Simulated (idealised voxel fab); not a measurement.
Process module in this document: voxel wiring stack
Xsec cut, 250 nm wide, square cell size 5 nm.
Reading order for cross-sections: top band down to bottom band. Underlying form: a grid of square cells. Band size: one or more rows of cells. Basically the band line says how high the top is and how high the bottom is, in nm, and then what's in it from left to right, every material with its width in nm. Empty space shows up as "empty", and if a single material carries "all across" it runs the full band edge to edge. Heights from 0 (as-received wafer is one material below). Bottom band endless downward, as "top 0, no bottom". It should be noted that a width expressed as "30..40" varies in equal increments from row to row of cells within the band, taking the value of the first number at the top row and that of the second number at the bottom row. No cell of the cross-section changed in a step that is given as "remained the same". The entry titled "Completely enclosed voids" provides the empty spaces that have no open way to the top, restricted to those of 8 cells or more. Each is presented as width x height at distance, the distance being measured from the left edge, with all three in nm. Note: text after step settings on the step line = simulator remark on that step. If you see "overlay nm" on a step's line and that step has a mask, it's telling you how far right of where it was planned the mask ended up; a negative number means it went left instead.
[Planned step list for the process]
| 1 | RECEIVE,material Si |
| 2 | CONFORMAL_DEP,material SiO2,thk nm 10 |
| 3 | DIRECTIONAL_DEP,material TiN,thk nm 5 |
| 4 | DIRECTIONAL_DEP,material Ru,thk nm 20 |
| 5 | DIRECTIONAL_DEP,material aC,thk nm 15 |
| 6 | PATTERN,tone cover,mask id METAL_1,material resist,width nm 30,pitch nm 55,thk nm 30,overlay nm 0 |
| 7 | DIRECTIONAL_ETCH,etch materials aC,depth nm 15 |
| 8 | STRIP,etch materials resist |
| 9 | DIRECTIONAL_ETCH,etch materials Ru,depth nm 20 |
| 10 | DIRECTIONAL_ETCH,etch materials TiN,depth nm 5 |
| 11 | STRIP,etch materials aC |
| 12 | FILL_DEP,material SiO2,thk nm 5 |
| 13 | CMP,height nm 35 |
| 14 | CONFORMAL_DEP,material SiCN,thk nm 5 |
| 15 | DIRECTIONAL_DEP,material SiO2,thk nm 10 |
| 16 | PATTERN,tone open,mask id PLUG_1,material resist,width nm 15,pitch nm 55,thk nm 15,overlay nm 0 |
| 17 | DIRECTIONAL_ETCH,etch materials SiO2,depth nm 10 |
| 18 | DIRECTIONAL_ETCH,etch materials SiCN,depth nm 5 |
| 19 | STRIP,etch materials resist |
| 20 | CONFORMAL_DEP,material TiN,thk nm 5 |
| 21 | FILL_DEP,material W,thk nm 10 |
| 22 | CMP,height nm 50 |
| 23 | DIRECTIONAL_DEP,material TiN,thk nm 5 |
| 24 | DIRECTIONAL_DEP,material W,thk nm 20 |
| 25 | PATTERN,tone cover,mask id METAL_2,material resist,width nm 30,pitch nm 55,thk nm 15,overlay nm 0 |
| 26 | DIRECTIONAL_ETCH,etch materials W,depth nm 20 |
| 27 | DIRECTIONAL_ETCH,etch materials TiN,depth nm 5 |
| 28 | STRIP,etch materials resist |
| 29 | CONFORMAL_DEP,material SiCN,thk nm 5 |
| 30 | FILL_DEP,material SiO2,thk nm 10 |
| 31 | CMP,height nm 75 |
| 32 | CONFORMAL_DEP,material SiCN,thk nm 5 |
| 33 | DIRECTIONAL_DEP,material SiO2,thk nm 30 |
| 34 | DIRECTIONAL_DEP,material aC,thk nm 10 |
| 35 | PATTERN,tone open,mask id METAL_3,material resist,width nm 30,pitch nm 55,thk nm 25,overlay nm 0 |
| 36 | DIRECTIONAL_ETCH,etch materials aC,depth nm 10 |
| 37 | STRIP,etch materials resist |
| 38 | DIRECTIONAL_ETCH,etch materials SiO2,depth nm 15 |
| 39 | STRIP,etch materials aC |
| 40 | PATTERN,tone open,mask id METAL_3_HOLES,material resist,width nm 15,pitch nm 55,thk nm 15,overlay nm 0 |
| 41 | DIRECTIONAL_ETCH,etch materials SiO2,depth nm 15 |
| 42 | DIRECTIONAL_ETCH,etch materials SiCN,depth nm 5 |
| 43 | STRIP,etch materials resist |
| 44 | CONFORMAL_DEP,material TiN,thk nm 5 |
| 45 | FILL_DEP,material Cu,thk nm 10 |
| 46 | CMP,height nm 110 |
| 47 | CONFORMAL_DEP,material SiCN,thk nm 5 |
[Wafer as received: cross-section following step 1]
- top 0, no bottom = Si all across
- Completely enclosed voids: none
[Figure: cross-sectional view of the wafer upon completion of the module, processed from the initial state and according to the plan depicted above, with one error introduced during execution]
- top 115, bottom 110 = SiCN all across
- top 110, bottom 100 = SiO2 55; TiN 5; Cu 20; TiN 5; SiO2 25; TiN 5; Cu 20; TiN 5; SiO2 25; TiN 5; Cu 20; TiN 5; SiO2 55
- top 100, bottom 95 = SiO2 55; TiN 5; Cu 5; TiN 20; SiO2 25; TiN 5; Cu 5; TiN 20; SiO2 25; TiN 5; Cu 5; TiN 20; SiO2 55
- top 95, bottom 80 = SiO2 55; TiN 5; Cu 5; TiN 5; SiO2 40; TiN 5; Cu 5; TiN 5; SiO2 40; TiN 5; Cu 5; TiN 5; SiO2 70
- top 80, bottom 75 = SiCN 55; TiN 15; SiCN 40; TiN 15; SiCN 40; TiN 15; SiCN 70
- top 75, bottom 55 = SiO2 50; SiCN 5; W 30; SiCN 5; SiO2 15; SiCN 5; W 30; SiCN 5; SiO2 15; SiCN 5; W 30; SiCN 5; SiO2 50
- top 55, bottom 50 = SiCN 55; TiN 30; SiCN 25; TiN 30; SiCN 25; TiN 30; SiCN 55
- top 50, bottom 40 = SiO2 55; TiN 5; W 5; TiN 5; SiO2 40; TiN 5; W 5; TiN 5; SiO2 40; TiN 5; W 5; TiN 5; SiO2 70
- top 40, bottom 35 = SiCN 55; TiN 15; SiCN 40; TiN 15; SiCN 40; TiN 15; SiCN 70
- top 35, bottom 15 = SiO2 60; Ru 25; SiO2 30; Ru 25; SiO2 30; Ru 25; SiO2 55
- top 15, bottom 10 = SiO2 60; TiN 25; SiO2 30; TiN 25; SiO2 30; TiN 25; SiO2 55
- top 10, bottom 0 = SiO2 all across
- top 0, no bottom = Si all across
- Completely enclosed voids: none
Heads up, the wafer didn't run the way we planned it: the process deviated at step 6: the operation and settings actually run there were PATTERN,tone cover,mask id METAL_1,material resist,width nm 25,pitch nm 55,thk nm 30,overlay nm 0
